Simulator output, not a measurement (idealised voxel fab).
process module | voxel capacitor over wiring
cross-section cut | 185 nm wide | cells 5 nm
A cross-section is a grid of square cells, given in bands from the top down. A band is one or more rows of cells.
Each band's line starts with the height of the band's top and of its bottom, in nm. Then come its materials from left to right, each with its width in nm. One material with "throughout" fills the band from edge to edge. "air" is empty space.
Height 0 is the level under which the wafer as received is all one material. The lowest band goes on downwards, as in "0 down".
A width such as "30 to 40" changes by the same amount from each row of cells to the next, from the band's top row to its bottom row.
"no change" after a step means that no cell of the cross-section changed.
closed voids: empty space of 8 cells or more with no open way to the top, each as width x height at its distance from the left edge, in nm
after a step's settings: what the simulator itself notes on the step
overlay nm, on a step with a mask: how far to the right of its planned place the mask lay; to the left if negative
plan
1 op RECEIVE | material Si
2 op CONFORMAL_DEP | material SiO2 | thk nm 15
3 op DIRECTIONAL_DEP | material TiN | thk nm 5
4 op DIRECTIONAL_DEP | material Ru | thk nm 15
5 op MASKED_ETCH | tone cover | mask id METAL_1 | width nm 30 | pitch nm 100 | etch materials Ru | depth nm 15 | overlay nm 0
6 op MASKED_ETCH | tone cover | mask id METAL_1 | width nm 30 | pitch nm 100 | etch materials TiN | depth nm 5 | overlay nm 0
7 op FILL_DEP | material SiO2 | thk nm 5
8 op CMP | height nm 35
9 op CONFORMAL_DEP | material SiCN | thk nm 5
10 op DIRECTIONAL_DEP | material lowk | thk nm 15
11 op DIRECTIONAL_DEP | material aC | thk nm 15
12 op PATTERN | tone open | mask id PLUG_1 | material resist | width nm 15 | thk nm 35 | overlay nm 0
13 op DIRECTIONAL_ETCH | etch materials aC | depth nm 15
14 op STRIP | etch materials resist
15 op DIRECTIONAL_ETCH | etch materials lowk | depth nm 15
16 op DIRECTIONAL_ETCH | etch materials SiCN | depth nm 5
17 op STRIP | etch materials aC
18 op CONFORMAL_DEP | material TiN | thk nm 5
19 op FILL_DEP | material Cu | thk nm 5
20 op CMP | height nm 55
21 op DIRECTIONAL_DEP | material TiN | thk nm 10
22 op DIRECTIONAL_DEP | material HfO2 | thk nm 5
23 op DIRECTIONAL_DEP | material TiN | thk nm 5
24 op DIRECTIONAL_DEP | material aC | thk nm 10
25 op PATTERN | tone cover | mask id UPPER_PLATE | material resist | width nm 75 | thk nm 30 | overlay nm 0
26 op DIRECTIONAL_ETCH | etch materials aC | depth nm 10
27 op STRIP | etch materials resist
28 op DIRECTIONAL_ETCH | etch materials TiN | depth nm 5
29 op DIRECTIONAL_ETCH | etch materials HfO2 | depth nm 5
30 op STRIP | etch materials aC
31 op DIRECTIONAL_DEP | material aC | thk nm 15
32 op PATTERN | tone cover | mask id LOWER_PLATE | material resist | width nm 85 | thk nm 30 | overlay nm 0
33 op DIRECTIONAL_ETCH | etch materials aC | depth nm 15
34 op STRIP | etch materials resist
35 op DIRECTIONAL_ETCH | etch materials TiN | depth nm 10
36 op STRIP | etch materials aC
37 op FILL_DEP | material SiO2 | thk nm 20
38 op CMP | height nm 90
39 op MASKED_ETCH | tone open | mask id PLUG_2 | width nm 15 | etch materials SiO2 | depth nm 15 | overlay nm 0
40 op CONFORMAL_DEP | material TiN | thk nm 5
41 op FILL_DEP | material Ru | thk nm 5
42 op CMP | height nm 90
43 op CONFORMAL_DEP | material SiCN | thk nm 5
first wafer, as planned
as received, after step 1
  0 down: Si throughout
  closed voids: none
after step 2
  15 to 0: SiO2 throughout
  below 0: unchanged
after step 3
  20 to 15: TiN throughout
  below 15: unchanged
after step 4
  35 to 20: Ru throughout
  below 20: unchanged
after step 5
  35 to 20: air 25 | Ru 30 | air 70 | Ru 30 | air 30
  below 20: unchanged
after step 6
  35 to 20: air 25 | Ru 30 | air 70 | Ru 30 | air 30
  20 to 15: air 25 | TiN 30 | air 70 | TiN 30 | air 30
  below 15: unchanged
after step 7
  40 to 35: SiO2 throughout
  35 to 20: SiO2 25 | Ru 30 | SiO2 70 | Ru 30 | SiO2 30
  20 to 15: SiO2 25 | TiN 30 | SiO2 70 | TiN 30 | SiO2 30
  below 15: unchanged
after step 8
  35 to 20: SiO2 25 | Ru 30 | SiO2 70 | Ru 30 | SiO2 30
  below 20: unchanged
after step 9
  40 to 35: SiCN throughout
  below 35: unchanged
after step 10
  55 to 40: lowk throughout
  below 40: unchanged
after step 11
  70 to 55: aC throughout
  below 55: unchanged
after step 12
  105 to 70: resist 40 | air 15 | resist 130
  below 70: unchanged
after step 13
  90 to 70: resist 40 | air 15 | resist 130
  70 to 55: aC 40 | air 15 | aC 130
  below 55: unchanged
after step 14
  70 to 55: aC 40 | air 15 | aC 130
  below 55: unchanged
after step 15
  70 to 55: aC 40 | air 15 | aC 130
  55 to 40: lowk 40 | air 15 | lowk 130
  below 40: unchanged
after step 16
  70 to 55: aC 40 | air 15 | aC 130
  55 to 40: lowk 40 | air 15 | lowk 130
  40 to 35: SiCN 40 | air 15 | SiCN 130
  below 35: unchanged
after step 17
  55 to 40: lowk 40 | air 15 | lowk 130
  below 40: unchanged
after step 18
  60 to 55: TiN 45 | air 5 | TiN 135
  55 to 40: lowk 40 | TiN 5 | air 5 | TiN 5 | lowk 130
  40 to 35: SiCN 40 | TiN 15 | SiCN 130
  below 35: unchanged
after step 19
  65 to 60: Cu throughout
  60 to 55: TiN 45 | Cu 5 | TiN 135
  55 to 40: lowk 40 | TiN 5 | Cu 5 | TiN 5 | lowk 130
  below 40: unchanged
after step 20
  55 to 40: lowk 40 | TiN 5 | Cu 5 | TiN 5 | lowk 130
  below 40: unchanged
after step 21
  65 to 55: TiN throughout
  below 55: unchanged
after step 22
  70 to 65: HfO2 throughout
  below 65: unchanged
after step 23
  75 to 70: TiN throughout
  below 70: unchanged
after step 24
  85 to 75: aC throughout
  below 75: unchanged
after step 25
  115 to 85: air 40 | resist 75 | air 70
  below 85: unchanged
after step 26
  105 to 85: air 40 | resist 75 | air 70
  85 to 75: air 40 | aC 75 | air 70
  below 75: unchanged
after step 27
  85 to 75: air 40 | aC 75 | air 70
  below 75: unchanged
after step 28
  85 to 75: air 40 | aC 75 | air 70
  75 to 70: air 40 | TiN 75 | air 70
  below 70: unchanged
after step 29
  85 to 75: air 40 | aC 75 | air 70
  75 to 70: air 40 | TiN 75 | air 70
  70 to 65: air 40 | HfO2 75 | air 70
  below 65: unchanged
after step 30
  75 to 70: air 40 | TiN 75 | air 70
  below 70: unchanged
after step 31
  90 to 80: air 40 | aC 75 | air 70
  80 to 75: aC throughout
  75 to 70: aC 40 | TiN 75 | aC 70
  70 to 65: aC 40 | HfO2 75 | aC 70
  below 65: unchanged
after step 32
  120 to 90: air 35 | resist 85 | air 65
  90 to 80: air 35 | resist 5 | aC 75 | resist 5 | air 65
  below 80: unchanged
after step 33
  105 to 90: air 35 | resist 85 | air 65
  90 to 80: air 35 | resist 5 | aC 75 | resist 5 | air 65
  80 to 75: air 35 | aC 85 | air 65
  75 to 70: air 35 | aC 5 | TiN 75 | aC 5 | air 65
  70 to 65: air 35 | aC 5 | HfO2 75 | aC 5 | air 65
  below 65: unchanged
after step 34
  90 to 80: air 40 | aC 75 | air 70
  below 80: unchanged
after step 35
  90 to 80: air 40 | aC 75 | air 70
  80 to 75: air 35 | aC 85 | air 65
  75 to 70: air 35 | aC 5 | TiN 75 | aC 5 | air 65
  70 to 65: air 35 | aC 5 | HfO2 75 | aC 5 | air 65
  65 to 55: air 35 | TiN 85 | air 65
  below 55: unchanged
after step 36
  75 to 70: air 40 | TiN 75 | air 70
  70 to 65: air 40 | HfO2 75 | air 70
  below 65: unchanged
after step 37
  95 to 75: SiO2 throughout
  75 to 70: SiO2 40 | TiN 75 | SiO2 70
  70 to 65: SiO2 40 | HfO2 75 | SiO2 70
  65 to 55: SiO2 35 | TiN 85 | SiO2 65
  below 55: unchanged
after step 38
  90 to 75: SiO2 throughout
  below 75: unchanged
after step 39
  90 to 75: SiO2 50 | air 15 | SiO2 120
  below 75: unchanged
after step 40
  95 to 90: TiN 55 | air 5 | TiN 125
  90 to 80: SiO2 50 | TiN 5 | air 5 | TiN 5 | SiO2 120
  80 to 70: SiO2 50 to 40 | TiN 15 to 75 | SiO2 120 to 70
  below 70: unchanged
after step 41
  100 to 95: Ru throughout
  95 to 90: TiN 55 | Ru 5 | TiN 125
  90 to 80: SiO2 50 | TiN 5 | Ru 5 | TiN 5 | SiO2 120
  below 80: unchanged
after step 42
  90 to 80: SiO2 50 | TiN 5 | Ru 5 | TiN 5 | SiO2 120
  below 80: unchanged
after step 43
  95 to 90: SiCN throughout
  below 90: unchanged
second wafer: like start, like plan, one mistake. Through step 22 it matches the first wafer
when step 23 should have ended: no change
when step 24 should have ended
  80 to 70: aC throughout
  below 70: unchanged
when step 25 should have ended
  110 to 80: air 40 | resist 75 | air 70
  below 80: unchanged
when step 26 should have ended
  100 to 80: air 40 | resist 75 | air 70
  80 to 70: air 40 | aC 75 | air 70
  below 70: unchanged
when step 27 should have ended
  80 to 70: air 40 | aC 75 | air 70
  below 70: unchanged
when step 28 should have ended: no change
when step 29 should have ended
  80 to 70: air 40 | aC 75 | air 70
  70 to 65: air 40 | HfO2 75 | air 70
  below 65: unchanged
when step 30 should have ended
  70 to 65: air 40 | HfO2 75 | air 70
  below 65: unchanged
when step 31 should have ended
  85 to 80: air 40 | aC 75 | air 70
  80 to 70: aC throughout
  70 to 65: aC 40 | HfO2 75 | aC 70
  below 65: unchanged
when step 32 should have ended
  115 to 85: air 35 | resist 85 | air 65
  85 to 80: air 35 | resist 5 | aC 75 | resist 5 | air 65
  below 80: unchanged
when step 33 should have ended
  100 to 85: air 35 | resist 85 | air 65
  85 to 80: air 35 | resist 5 | aC 75 | resist 5 | air 65
  80 to 70: air 35 | aC 85 | air 65
  70 to 65: air 35 | aC 5 | HfO2 75 | aC 5 | air 65
  below 65: unchanged
when step 34 should have ended
  85 to 80: air 40 | aC 75 | air 70
  below 80: unchanged
when step 35 should have ended
  85 to 80: air 40 | aC 75 | air 70
  80 to 70: air 35 | aC 85 | air 65
  70 to 65: air 35 | aC 5 | HfO2 75 | aC 5 | air 65
  65 to 55: air 35 | TiN 85 | air 65
  below 55: unchanged
when step 36 should have ended
  70 to 65: air 40 | HfO2 75 | air 70
  below 65: unchanged
when step 37 should have ended
  90 to 70: SiO2 throughout
  70 to 65: SiO2 40 | HfO2 75 | SiO2 70
  65 to 55: SiO2 35 | TiN 85 | SiO2 65
  below 55: unchanged
when step 38 should have ended: no change
when step 39 should have ended
  90 to 75: SiO2 50 | air 15 | SiO2 120
  below 75: unchanged
when step 40 should have ended
  95 to 90: TiN 55 | air 5 | TiN 125
  90 to 80: SiO2 50 | TiN 5 | air 5 | TiN 5 | SiO2 120
  80 to 75: SiO2 50 | TiN 15 | SiO2 120
  below 75: unchanged
when step 41 should have ended
  100 to 95: Ru throughout
  95 to 90: TiN 55 | Ru 5 | TiN 125
  90 to 80: SiO2 50 | TiN 5 | Ru 5 | TiN 5 | SiO2 120
  below 80: unchanged
when step 42 should have ended
  90 to 80: SiO2 50 | TiN 5 | Ru 5 | TiN 5 | SiO2 120
  below 80: unchanged
when step 43 should have ended
  95 to 90: SiCN throughout
  below 90: unchanged
what went wrong: step 23 was left out
at the end the second wafer has, in cells: 15 more of SiO2 | 15 fewer of TiN
